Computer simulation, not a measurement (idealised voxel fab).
process module | voxel transistor to metal
cross-section cut | 210 nm wide | cells 5 nm
A cross-section is a grid of square cells, given in bands from the top down. A band is one or more rows of cells.
Each band's line starts with the height of the band's top and of its bottom, in nm. Then come its materials from left to right, each with its width in nm. One material with "throughout" fills the band from edge to edge. "air" is empty space.
Height 0 is the level under which the wafer as received is all one material. The lowest band goes on downwards, as in "0 down".
A width such as "30 to 40" changes by the same amount from each row of cells to the next, from the band's top row to its bottom row.
"no change" after a step means that no cell of the cross-section changed.
closed voids: empty space of 8 cells or more with no open way to the top, each as width x height at its distance from the left edge, in nm
after a step's settings: what the simulator itself notes on the step
overlay nm, on a step with a mask: how far to the right of its planned place the mask lay; to the left if negative
plan
1 op RECEIVE | material Si
2 op OXIDIZE | depth nm 5
3 op CONFORMAL_DEP | material SiN | thk nm 10
4 op DIRECTIONAL_DEP | material aC | thk nm 10
5 op PATTERN | tone cover | mask id ACTIVE | material resist | width nm 85 | thk nm 30 | overlay nm 0
6 op DIRECTIONAL_ETCH | etch materials aC | depth nm 10
7 op STRIP | etch materials resist
8 op DIRECTIONAL_ETCH | etch materials SiN | depth nm 10
9 op DIRECTIONAL_ETCH | etch materials SiO2 | depth nm 5
10 op DIRECTIONAL_ETCH | etch materials Si | depth nm 25
11 op STRIP | etch materials aC
12 op OXIDIZE | depth nm 5
13 op FILL_DEP | material SiO2 | thk nm 15
14 op CMP | height nm 10
15 op SELECTIVE_ETCH | etch materials SiO2 | depth nm 5
16 op STRIP | etch materials SiN
17 op SELECTIVE_ETCH | etch materials SiO2 | depth nm 5
18 op OXIDIZE | depth nm 5
19 op DIRECTIONAL_DEP | material polySi | thk nm 25
20 op DIRECTIONAL_DEP | material SiCN | thk nm 10
21 op DIRECTIONAL_DEP | material aC | thk nm 15
22 op PATTERN | tone cover | mask id GATE | material resist | width nm 15 | thk nm 35 | overlay nm 0
23 op DIRECTIONAL_ETCH | etch materials aC | depth nm 15
24 op STRIP | etch materials resist
25 op DIRECTIONAL_ETCH | etch materials SiCN | depth nm 20
26 op DIRECTIONAL_ETCH | etch materials polySi | depth nm 35
27 op STRIP | etch materials aC
28 op CONFORMAL_DEP | material SiO2 | thk nm 5
29 op DIRECTIONAL_ETCH | etch materials SiO2 | depth nm 5
30 op CONFORMAL_DEP | material SiN | thk nm 5
31 op DIRECTIONAL_ETCH | etch materials SiN | depth nm 5
32 op DIRECTIONAL_ETCH | etch materials SiO2 | depth nm 5
33 op EPI | material pSi | thk nm 5
34 op FILL_DEP | material SiO2 | thk nm 10
35 op CMP | height nm 30
36 op DIRECTIONAL_DEP | material SiO2 | thk nm 15
37 op PATTERN | tone open | mask id CONTACT | material resist | width nm 25 | pitch nm 50 | thk nm 20 | overlay nm 0
38 op DIRECTIONAL_ETCH | etch materials SiO2 | depth nm 50
39 op STRIP | etch materials resist
40 op CONFORMAL_DEP | material TiN | thk nm 5
41 op FILL_DEP | material W | thk nm 5
42 op CMP | height nm 45
43 op CONFORMAL_DEP | material SiN | thk nm 5
44 op DIRECTIONAL_DEP | material lowk | thk nm 25
45 op DIRECTIONAL_DEP | material aC | thk nm 10
46 op PATTERN | tone open | mask id METAL_1 | material resist | width nm 15 | pitch nm 60 | thk nm 25 | overlay nm 0
47 op DIRECTIONAL_ETCH | etch materials aC | depth nm 10
48 op STRIP | etch materials resist
49 op DIRECTIONAL_ETCH | etch materials lowk | depth nm 25
50 op DIRECTIONAL_ETCH | etch materials SiN | depth nm 5
51 op STRIP | etch materials aC
52 op CONFORMAL_DEP | material TiN | thk nm 5
53 op FILL_DEP | material W | thk nm 10
54 op CMP | height nm 75
55 op CONFORMAL_DEP | material SiCN | thk nm 5
56 op DIRECTIONAL_DEP | material lowk | thk nm 35
57 op PATTERN | tone open | mask id METAL_2 | material resist | width nm 15 | pitch nm 60 | thk nm 20 | overlay nm 0
58 op DIRECTIONAL_ETCH | etch materials lowk | depth nm 20
59 op STRIP | etch materials resist
60 op PATTERN | tone open | mask id METAL_2_HOLES | material resist | width nm 15 | pitch nm 60 | thk nm 15 | overlay nm 0
61 op DIRECTIONAL_ETCH | etch materials lowk | depth nm 15
62 op DIRECTIONAL_ETCH | etch materials SiCN | depth nm 5
63 op STRIP | etch materials resist
64 op CONFORMAL_DEP | material TiN | thk nm 5
65 op FILL_DEP | material Cu | thk nm 5
66 op CMP | height nm 115
67 op CONFORMAL_DEP | material SiN | thk nm 5
first wafer, as planned
as received, after step 1
  0 down: Si throughout
  closed voids: none
after step 2
  0 to -5: SiO2 throughout
  below -5: unchanged
after step 3
  10 to 0: SiN throughout
  below 0: unchanged
after step 4
  20 to 10: aC throughout
  below 10: unchanged
after step 5
  50 to 20: air 60 | resist 85 | air 65
  below 20: unchanged
after step 6
  40 to 20: air 60 | resist 85 | air 65
  20 to 10: air 60 | aC 85 | air 65
  below 10: unchanged
after step 7
  20 to 10: air 60 | aC 85 | air 65
  below 10: unchanged
after step 8
  20 to 10: air 60 | aC 85 | air 65
  10 to 0: air 60 | SiN 85 | air 65
  below 0: unchanged
after step 9
  20 to 10: air 60 | aC 85 | air 65
  10 to 0: air 60 | SiN 85 | air 65
  0 to -5: air 60 | SiO2 85 | air 65
  below -5: unchanged
after step 10
  20 to 10: air 60 | aC 85 | air 65
  10 to 0: air 60 | SiN 85 | air 65
  0 to -5: air 60 | SiO2 85 | air 65
  -5 to -30: air 60 | Si 85 | air 65
  below -30: unchanged
after step 11
  10 to 0: air 60 | SiN 85 | air 65
  below 0: unchanged
after step 12
  10 to 0: air 60 | SiN 85 | air 65
  0 to -5: air 60 | SiO2 85 | air 65
  -5 to -30: air 60 | SiO2 5 | Si 75 | SiO2 5 | air 65
  -30 to -35: SiO2 65 | Si 75 | SiO2 70
  below -35: unchanged
after step 13
  25 to 10: SiO2 throughout
  10 to 0: SiO2 60 | SiN 85 | SiO2 65
  0 to -5: SiO2 throughout
  -5 to -35: SiO2 65 | Si 75 | SiO2 70
  below -35: unchanged
after step 14
  10 to 0: SiO2 60 | SiN 85 | SiO2 65
  below 0: unchanged
after step 15
  10 to 5: air 60 | SiN 85 | air 65
  below 5: unchanged
after step 16
  5 to 0: SiO2 60 | air 85 | SiO2 65
  below 0: unchanged
after step 17
  0 to -5: SiO2 55 | air 95 | SiO2 60
  below -5: unchanged
after step 18
  0 to -5: SiO2 55 | air 95 | SiO2 60
  -5 to -10: SiO2 throughout
  below -10: unchanged
after step 19
  25 to 20: polySi 55 | air 95 | polySi 60
  20 to 0: polySi throughout
  0 to -5: SiO2 55 | polySi 95 | SiO2 60
  below -5: unchanged
after step 20
  35 to 30: SiCN 55 | air 95 | SiCN 60
  30 to 25: SiCN throughout
  25 to 20: polySi 55 | SiCN 95 | polySi 60
  below 20: unchanged
after step 21
  50 to 45: aC 55 | air 95 | aC 60
  45 to 35: aC throughout
  35 to 30: SiCN 55 | aC 95 | SiCN 60
  below 30: unchanged
after step 22
  85 to 50: air 95 | resist 15 | air 100
  50 to 45: aC 55 | air 40 | resist 15 | air 40 | aC 60
  below 45: unchanged
after step 23
  70 to 45: air 95 | resist 15 | air 100
  45 to 35: air 95 | aC 15 | air 100
  35 to 30: SiCN 55 | air 40 | aC 15 | air 40 | SiCN 60
  below 30: unchanged
after step 24
  45 to 35: air 95 | aC 15 | air 100
  below 35: unchanged
after step 25
  45 to 30: air 95 | aC 15 | air 100
  30 to 25: air 95 | SiCN 15 | air 100
  25 to 20: polySi 55 | air 40 | SiCN 15 | air 40 | polySi 60
  below 20: unchanged
after step 26
  45 to 30: air 95 | aC 15 | air 100
  30 to 20: air 95 | SiCN 15 | air 100
  20 to 0: air 95 | polySi 15 | air 100
  0 to -5: SiO2 55 | air 40 | polySi 15 | air 40 | SiO2 60
  below -5: unchanged
after step 27
  30 to 20: air 95 | SiCN 15 | air 100
  below 20: unchanged
after step 28
  35 to 30: air 90 | SiO2 25 | air 95
  30 to 20: air 90 | SiO2 5 | SiCN 15 | SiO2 5 | air 95
  20 to 5: air 90 | SiO2 5 | polySi 15 | SiO2 5 | air 95
  5 to 0: SiO2 60 | air 30 | SiO2 5 | polySi 15 | SiO2 5 | air 30 | SiO2 65
  0 to -5: SiO2 95 | polySi 15 | SiO2 100
  below -5: unchanged
after step 29
  30 to 20: air 90 | SiO2 5 | SiCN 15 | SiO2 5 | air 95
  20 to 0: air 90 | SiO2 5 | polySi 15 | SiO2 5 | air 95
  0 to -5: SiO2 60 | air 30 | SiO2 5 | polySi 15 | SiO2 5 | air 30 | SiO2 65
  below -5: unchanged
after step 30
  35 to 30: air 85 | SiN 35 | air 90
  30 to 20: air 85 | SiN 5 | SiO2 5 | SiCN 15 | SiO2 5 | SiN 5 | air 90
  20 to 5: air 85 | SiN 5 | SiO2 5 | polySi 15 | SiO2 5 | SiN 5 | air 90
  5 to 0: SiN 65 | air 20 | SiN 5 | SiO2 5 | polySi 15 | SiO2 5 | SiN 5 | air 20 | SiN 70
  0 to -5: SiO2 60 | SiN 30 | SiO2 5 | polySi 15 | SiO2 5 | SiN 30 | SiO2 65
  below -5: unchanged
after step 31
  30 to 20: air 85 | SiN 5 | SiO2 5 | SiCN 15 | SiO2 5 | SiN 5 | air 90
  20 to 0: air 85 | SiN 5 | SiO2 5 | polySi 15 | SiO2 5 | SiN 5 | air 90
  0 to -5: SiO2 60 | SiN 5 | air 20 | SiN 5 | SiO2 5 | polySi 15 | SiO2 5 | SiN 5 | air 20 | SiN 5 | SiO2 65
  below -5: unchanged
after step 32
  30 to 25: air 85 | SiN 5 | air 5 | SiCN 15 | air 5 | SiN 5 | air 90
  25 to 20: air 85 | SiN 5 | SiO2 5 | SiCN 15 | SiO2 5 | SiN 5 | air 90
  20 to 0: air 85 | SiN 5 | SiO2 5 | polySi 15 | SiO2 5 | SiN 5 | air 90
  0 to -5: air 60 | SiN 5 | air 20 | SiN 5 | SiO2 5 | polySi 15 | SiO2 5 | SiN 5 | air 20 | SiN 5 | air 65
  -5 to -10: SiO2 65 | air 20 | SiO2 35 | air 20 | SiO2 70
  below -10: unchanged
after step 33
  30 to 25: air 85 | SiN 5 | air 5 | SiCN 15 | air 5 | SiN 5 | air 90
  25 to 20: air 85 | SiN 5 | SiO2 5 | SiCN 15 | SiO2 5 | SiN 5 | air 90
  20 to 0: air 85 | SiN 5 | SiO2 5 | polySi 15 | SiO2 5 | SiN 5 | air 90
  0 to -5: air 60 | SiN 5 | air 20 | SiN 5 | SiO2 5 | polySi 15 | SiO2 5 | SiN 5 | air 20 | SiN 5 | air 65
  -5 to -10: SiO2 65 | pSi 20 | SiO2 35 | pSi 20 | SiO2 70
  below -10: unchanged
after step 34
  40 to 30: SiO2 throughout
  30 to 20: SiO2 85 | SiN 5 | SiO2 5 | SiCN 15 | SiO2 5 | SiN 5 | SiO2 90
  20 to 0: SiO2 85 | SiN 5 | SiO2 5 | polySi 15 | SiO2 5 | SiN 5 | SiO2 90
  0 to -5: SiO2 60 | SiN 5 | SiO2 20 | SiN 5 | SiO2 5 | polySi 15 | SiO2 5 | SiN 5 | SiO2 20 | SiN 5 | SiO2 65
  below -5: unchanged
after step 35
  30 to 20: SiO2 85 | SiN 5 | SiO2 5 | SiCN 15 | SiO2 5 | SiN 5 | SiO2 90
  below 20: unchanged
after step 36
  45 to 30: SiO2 throughout
  below 30: unchanged
after step 37
  65 to 45: resist 65 | air 25 | resist 25 | air 25 | resist 70
  below 45: unchanged
after step 38
  65 to 45: resist 65 | air 25 | resist 25 | air 25 | resist 70
  45 to 30: SiO2 65 | air 25 | SiO2 25 | air 25 | SiO2 70
  30 to 20: SiO2 65 | air 20 | SiN 5 | SiO2 5 | SiCN 15 | SiO2 5 | SiN 5 | air 20 | SiO2 70
  20 to 0: SiO2 65 | air 20 | SiN 5 | SiO2 5 | polySi 15 | SiO2 5 | SiN 5 | air 20 | SiO2 70
  0 to -5: SiO2 60 | SiN 5 | air 20 | SiN 5 | SiO2 5 | polySi 15 | SiO2 5 | SiN 5 | air 20 | SiN 5 | SiO2 65
  below -5: unchanged
after step 39
  45 to 30: SiO2 65 | air 25 | SiO2 25 | air 25 | SiO2 70
  below 30: unchanged
after step 40
  50 to 45: TiN 70 | air 15 | TiN 35 | air 15 | TiN 75
  45 to 35: SiO2 65 | TiN 5 | air 15 | TiN 5 | SiO2 25 | TiN 5 | air 15 | TiN 5 | SiO2 70
  35 to 30: SiO2 65 | TiN 5 | air 10 | TiN 10 | SiO2 25 | TiN 10 | air 10 | TiN 5 | SiO2 70
  30 to 20: SiO2 65 | TiN 5 | air 10 | TiN 5 | SiN 5 | SiO2 5 | SiCN 15 | SiO2 5 | SiN 5 | TiN 5 | air 10 | TiN 5 | SiO2 70
  20 to 0: SiO2 65 | TiN 5 | air 10 | TiN 5 | SiN 5 | SiO2 5 | polySi 15 | SiO2 5 | SiN 5 | TiN 5 | air 10 | TiN 5 | SiO2 70
  0 to -5: SiO2 60 | SiN 5 | TiN 20 | SiN 5 | SiO2 5 | polySi 15 | SiO2 5 | SiN 5 | TiN 20 | SiN 5 | SiO2 65
  below -5: unchanged
after step 41
  55 to 50: W throughout
  50 to 45: TiN 70 | W 15 | TiN 35 | W 15 | TiN 75
  45 to 35: SiO2 65 | TiN 5 | W 15 | TiN 5 | SiO2 25 | TiN 5 | W 15 | TiN 5 | SiO2 70
  35 to 30: SiO2 65 | TiN 5 | W 10 | TiN 10 | SiO2 25 | TiN 10 | W 10 | TiN 5 | SiO2 70
  30 to 20: SiO2 65 | TiN 5 | W 10 | TiN 5 | SiN 5 | SiO2 5 | SiCN 15 | SiO2 5 | SiN 5 | TiN 5 | W 10 | TiN 5 | SiO2 70
  20 to 0: SiO2 65 | TiN 5 | W 10 | TiN 5 | SiN 5 | SiO2 5 | polySi 15 | SiO2 5 | SiN 5 | TiN 5 | W 10 | TiN 5 | SiO2 70
  below 0: unchanged
after step 42
  45 to 35: SiO2 65 | TiN 5 | W 15 | TiN 5 | SiO2 25 | TiN 5 | W 15 | TiN 5 | SiO2 70
  below 35: unchanged
after step 43
  50 to 45: SiN throughout
  below 45: unchanged
after step 44
  75 to 50: lowk throughout
  below 50: unchanged
after step 45
  85 to 75: aC throughout
  below 75: unchanged
after step 46
  110 to 85: resist 65 | air 15 | resist 45 | air 15 | resist 70
  below 85: unchanged
after step 47
  100 to 85: resist 65 | air 15 | resist 45 | air 15 | resist 70
  85 to 75: aC 65 | air 15 | aC 45 | air 15 | aC 70
  below 75: unchanged
after step 48
  85 to 75: aC 65 | air 15 | aC 45 | air 15 | aC 70
  below 75: unchanged
after step 49
  85 to 75: aC 65 | air 15 | aC 45 | air 15 | aC 70
  75 to 50: lowk 65 | air 15 | lowk 45 | air 15 | lowk 70
  below 50: unchanged
after step 50
  85 to 75: aC 65 | air 15 | aC 45 | air 15 | aC 70
  75 to 50: lowk 65 | air 15 | lowk 45 | air 15 | lowk 70
  50 to 45: SiN 65 | air 15 | SiN 45 | air 15 | SiN 70
  below 45: unchanged
after step 51
  75 to 50: lowk 65 | air 15 | lowk 45 | air 15 | lowk 70
  below 50: unchanged
after step 52
  80 to 75: TiN 70 | air 5 | TiN 55 | air 5 | TiN 75
  75 to 50: lowk 65 | TiN 5 | air 5 | TiN 5 | lowk 45 | TiN 5 | air 5 | TiN 5 | lowk 70
  50 to 45: SiN 65 | TiN 15 | SiN 45 | TiN 15 | SiN 70
  below 45: unchanged
after step 53
  90 to 80: W throughout
  80 to 75: TiN 70 | W 5 | TiN 55 | W 5 | TiN 75
  75 to 50: lowk 65 | TiN 5 | W 5 | TiN 5 | lowk 45 | TiN 5 | W 5 | TiN 5 | lowk 70
  below 50: unchanged
after step 54
  75 to 50: lowk 65 | TiN 5 | W 5 | TiN 5 | lowk 45 | TiN 5 | W 5 | TiN 5 | lowk 70
  below 50: unchanged
after step 55
  80 to 75: SiCN throughout
  below 75: unchanged
after step 56
  115 to 80: lowk throughout
  below 80: unchanged
after step 57
  135 to 115: resist 65 | air 15 | resist 45 | air 15 | resist 70
  below 115: unchanged
after step 58
  135 to 115: resist 65 | air 15 | resist 45 | air 15 | resist 70
  115 to 95: lowk 65 | air 15 | lowk 45 | air 15 | lowk 70
  below 95: unchanged
after step 59
  115 to 95: lowk 65 | air 15 | lowk 45 | air 15 | lowk 70
  below 95: unchanged
after step 60
  130 to 115: resist 65 | air 15 | resist 45 | air 15 | resist 70
  below 115: unchanged
after step 61
  130 to 115: resist 65 | air 15 | resist 45 | air 15 | resist 70
  115 to 80: lowk 65 | air 15 | lowk 45 | air 15 | lowk 70
  below 80: unchanged
after step 62
  130 to 115: resist 65 | air 15 | resist 45 | air 15 | resist 70
  115 to 80: lowk 65 | air 15 | lowk 45 | air 15 | lowk 70
  80 to 75: SiCN 65 | air 15 | SiCN 45 | air 15 | SiCN 70
  below 75: unchanged
after step 63
  115 to 80: lowk 65 | air 15 | lowk 45 | air 15 | lowk 70
  below 80: unchanged
after step 64
  120 to 115: TiN 70 | air 5 | TiN 55 | air 5 | TiN 75
  115 to 80: lowk 65 | TiN 5 | air 5 | TiN 5 | lowk 45 | TiN 5 | air 5 | TiN 5 | lowk 70
  80 to 75: SiCN 65 | TiN 15 | SiCN 45 | TiN 15 | SiCN 70
  below 75: unchanged
after step 65
  125 to 120: Cu throughout
  120 to 115: TiN 70 | Cu 5 | TiN 55 | Cu 5 | TiN 75
  115 to 80: lowk 65 | TiN 5 | Cu 5 | TiN 5 | lowk 45 | TiN 5 | Cu 5 | TiN 5 | lowk 70
  below 80: unchanged
after step 66
  115 to 80: lowk 65 | TiN 5 | Cu 5 | TiN 5 | lowk 45 | TiN 5 | Cu 5 | TiN 5 | lowk 70
  below 80: unchanged
after step 67
  120 to 115: SiN throughout
  below 115: unchanged
second wafer: like start, like plan, one mistake. Through step 53 it matches the first wafer
when step 54 should have ended: no change
when step 55 should have ended
  95 to 90: SiCN throughout
  below 90: unchanged
when step 56 should have ended
  130 to 95: lowk throughout
  below 95: unchanged
when step 57 should have ended
  150 to 130: resist 65 | air 15 | resist 45 | air 15 | resist 70
  below 130: unchanged
when step 58 should have ended
  150 to 130: resist 65 | air 15 | resist 45 | air 15 | resist 70
  130 to 110: lowk 65 | air 15 | lowk 45 | air 15 | lowk 70
  below 110: unchanged
when step 59 should have ended
  130 to 110: lowk 65 | air 15 | lowk 45 | air 15 | lowk 70
  below 110: unchanged
when step 60 should have ended
  145 to 130: resist 65 | air 15 | resist 45 | air 15 | resist 70
  below 130: unchanged
when step 61 should have ended
  145 to 130: resist 65 | air 15 | resist 45 | air 15 | resist 70
  130 to 95: lowk 65 | air 15 | lowk 45 | air 15 | lowk 70
  below 95: unchanged
when step 62 should have ended
  145 to 130: resist 65 | air 15 | resist 45 | air 15 | resist 70
  130 to 95: lowk 65 | air 15 | lowk 45 | air 15 | lowk 70
  95 to 90: SiCN 65 | air 15 | SiCN 45 | air 15 | SiCN 70
  below 90: unchanged
when step 63 should have ended
  130 to 95: lowk 65 | air 15 | lowk 45 | air 15 | lowk 70
  below 95: unchanged
when step 64 should have ended
  135 to 130: TiN 70 | air 5 | TiN 55 | air 5 | TiN 75
  130 to 95: lowk 65 | TiN 5 | air 5 | TiN 5 | lowk 45 | TiN 5 | air 5 | TiN 5 | lowk 70
  95 to 90: SiCN 65 | TiN 15 | SiCN 45 | TiN 15 | SiCN 70
  below 90: unchanged
when step 65 should have ended
  140 to 135: Cu throughout
  135 to 130: TiN 70 | Cu 5 | TiN 55 | Cu 5 | TiN 75
  130 to 95: lowk 65 | TiN 5 | Cu 5 | TiN 5 | lowk 45 | TiN 5 | Cu 5 | TiN 5 | lowk 70
  below 95: unchanged
when step 66 should have ended
  115 to 95: lowk 65 | TiN 5 | Cu 5 | TiN 5 | lowk 45 | TiN 5 | Cu 5 | TiN 5 | lowk 70
  below 95: unchanged
when step 67 should have ended
  120 to 115: SiN throughout
  below 115: unchanged
what went wrong: step 54 was left out
at the end the second wafer has, in cells: 6 fewer of Cu | 28 more of TiN | 86 more of W | 108 fewer of lowk
